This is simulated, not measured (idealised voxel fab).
process module | voxel released beams
cross-section cut | 255 nm wide | cells 5 nm
A cross-section is a grid of square cells, given in bands from the top down. A band is one or more rows of cells.
Each band's line starts with the height of the band's top and of its bottom, in nm. Then come its materials from left to right, each with its width in nm. One material with "throughout" fills the band from edge to edge. "air" is empty space.
Height 0 is the level under which the wafer as received is all one material. The lowest band goes on downwards, as in "0 down".
A width such as "30 to 40" changes by the same amount from each row of cells to the next, from the band's top row to its bottom row.
"no change" after a step means that no cell of the cross-section changed.
closed voids: empty space of 8 cells or more with no open way to the top, each as width x height at its distance from the left edge, in nm
after a step's settings: what the simulator itself notes on the step
overlay nm, on a step with a mask: how far to the right of its planned place the mask lay; to the left if negative
plan
1 op RECEIVE | material Si
2 op CONFORMAL_DEP | material Al2O3 | thk nm 10
3 op DIRECTIONAL_DEP | material SiO2 | thk nm 10
4 op DIRECTIONAL_DEP | material aC | thk nm 15
5 op PATTERN | tone open | mask id ANCHOR | material resist | width nm 30 | thk nm 35 | overlay nm 0
6 op DIRECTIONAL_ETCH | etch materials aC | depth nm 15
7 op STRIP | etch materials resist
8 op DIRECTIONAL_ETCH | etch materials SiO2 | depth nm 10
9 op STRIP | etch materials aC
10 op CONFORMAL_DEP | material SiN | thk nm 10
11 op MASKED_ETCH | tone cover | mask id BEAM | width nm 100 | etch materials SiN | depth nm 10 | overlay nm 0
12 op STRIP | etch materials SiO2
first wafer, as planned
as received, after step 1
  0 down: Si throughout
  closed voids: none
after step 2
  10 to 0: Al2O3 throughout
  below 0: unchanged
after step 3
  20 to 10: SiO2 throughout
  below 10: unchanged
after step 4
  35 to 20: aC throughout
  below 20: unchanged
after step 5
  70 to 35: resist 80 | air 30 | resist 145
  below 35: unchanged
after step 6
  55 to 35: resist 80 | air 30 | resist 145
  35 to 20: aC 80 | air 30 | aC 145
  below 20: unchanged
after step 7
  35 to 20: aC 80 | air 30 | aC 145
  below 20: unchanged
after step 8
  35 to 20: aC 80 | air 30 | aC 145
  20 to 10: SiO2 80 | air 30 | SiO2 145
  below 10: unchanged
after step 9
  20 to 10: SiO2 80 | air 30 | SiO2 145
  below 10: unchanged
after step 10
  30 to 20: SiN 90 | air 10 | SiN 155
  20 to 10: SiO2 80 | SiN 30 | SiO2 145
  below 10: unchanged
after step 11
  30 to 20: air 75 | SiN 15 | air 10 | SiN 75 | air 80
  below 20: unchanged
after step 12
  30 to 20: air 75 | SiN 15 | air 10 | SiN 75 | air 80
  20 to 10: air 80 | SiN 30 | air 145
  below 10: unchanged
second wafer: like start, like plan, one mistake. Through step 1 it matches the first wafer
when step 2 should have ended: no change
when step 3 should have ended
  10 to 0: SiO2 throughout
  below 0: unchanged
when step 4 should have ended
  25 to 10: aC throughout
  below 10: unchanged
when step 5 should have ended
  60 to 25: resist 80 | air 30 | resist 145
  below 25: unchanged
when step 6 should have ended
  45 to 25: resist 80 | air 30 | resist 145
  25 to 10: aC 80 | air 30 | aC 145
  below 10: unchanged
when step 7 should have ended
  25 to 10: aC 80 | air 30 | aC 145
  below 10: unchanged
when step 8 should have ended
  25 to 10: aC 80 | air 30 | aC 145
  10 to 0: SiO2 80 | air 30 | SiO2 145
  below 0: unchanged
when step 9 should have ended
  10 to 0: SiO2 80 | air 30 | SiO2 145
  below 0: unchanged
when step 10 should have ended
  20 to 10: SiN 90 | air 10 | SiN 155
  10 to 0: SiO2 80 | SiN 30 | SiO2 145
  below 0: unchanged
when step 11 should have ended
  20 to 10: air 75 | SiN 15 | air 10 | SiN 75 | air 80
  below 10: unchanged
when step 12 should have ended
  20 to 10: air 75 | SiN 15 | air 10 | SiN 75 | air 80
  10 to 0: air 80 | SiN 30 | air 145
  below 0: unchanged
what went wrong: step 2 was left out
at the end the second wafer has, in cells: 102 fewer of Al2O3
